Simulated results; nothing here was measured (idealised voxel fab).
Title: Process Module voxel released beams
It is cross-section cut that appears here, measuring 140 nm in width, its square cells being 5 nm in size.
In what follows, cross-sections appear as grids of square cells, described through bands that run from the top down, where every band is one or more rows of cells.
Top, bottom (nm), then materials left to right with widths (nm); lone material tagged "everywhere" fills the whole band edge to edge; "air" = empty space.
Height is counted from the level 0, under which the received wafer is composed throughout of one material. The lowest of the bands is not closed at the bottom but continues downward, in the notation "top 0, no bottom".
Graded width ("30->40"): value in top row of band = first number; value in bottom row = second number; row-to-row change constant.
Step note "no change" = no cross-section cell changed.
Empty spaces without an open route to the top, at least 8 cells in extent, make up the entry "Closed internal voids"; each is given as width x height at distance, where the distance is measured from the left edge, and all are in nm.
Past the settings on a step's line: simulator remark, on that step.
Steps that use a mask can have "overlay nm" on their line. It says how far the mask sat to the right of where it was meant to be. Negative means to the left.

The steps planned for the process are as follows
| 1 | RECEIVE with material Si |
| 2 | CONFORMAL_DEP with material SiN, thk nm 10 |
| 3 | DIRECTIONAL_DEP with material SiO2, thk nm 10 |
| 4 | MASKED_ETCH with tone open, mask id ANCHOR, width nm 35, etch materials SiO2, depth nm 10, overlay nm 0 |
| 5 | CONFORMAL_DEP with material polySi, thk nm 15 |
| 6 | DIRECTIONAL_DEP with material aC, thk nm 15 |
| 7 | PATTERN with tone cover, mask id BEAM, material resist, width nm 80, thk nm 35, overlay nm 0 |
| 8 | DIRECTIONAL_ETCH with etch materials aC, depth nm 15 |
| 9 | STRIP with etch materials resist |
| 10 | DIRECTIONAL_ETCH with etch materials polySi, depth nm 15 |
| 11 | STRIP with etch materials aC |
| 12 | STRIP with etch materials SiO2 |

Cross-section: wafer on arrival = after step 1
* top 0, no bottom | Si everywhere
* Closed internal voids: none

Look at the cross-section after the module: the wafer started out the way shown above and the plan was the one shown above, yet one mistake was made along the way
* top 35, bottom 25 | air (25) | polySi (55) | air (60)
* top 25, bottom 20 | air (25) | polySi (80) | air (35)
* top 20, bottom 10 | air (15) | polySi (15) | SiO2 (35) | polySi (40) | air (35)
* top 10, bottom 0 | SiN everywhere
* top 0, no bottom | Si everywhere
* Closed internal voids: none
It is concluded that the wafer was processed incorrectly with respect to the plan, in that step 4 was processed under conditions differing from the plan, specifically as MASKED_ETCH with tone cover, mask id ANCHOR, width nm 35, etch materials SiO2, depth nm 10, overlay nm 0
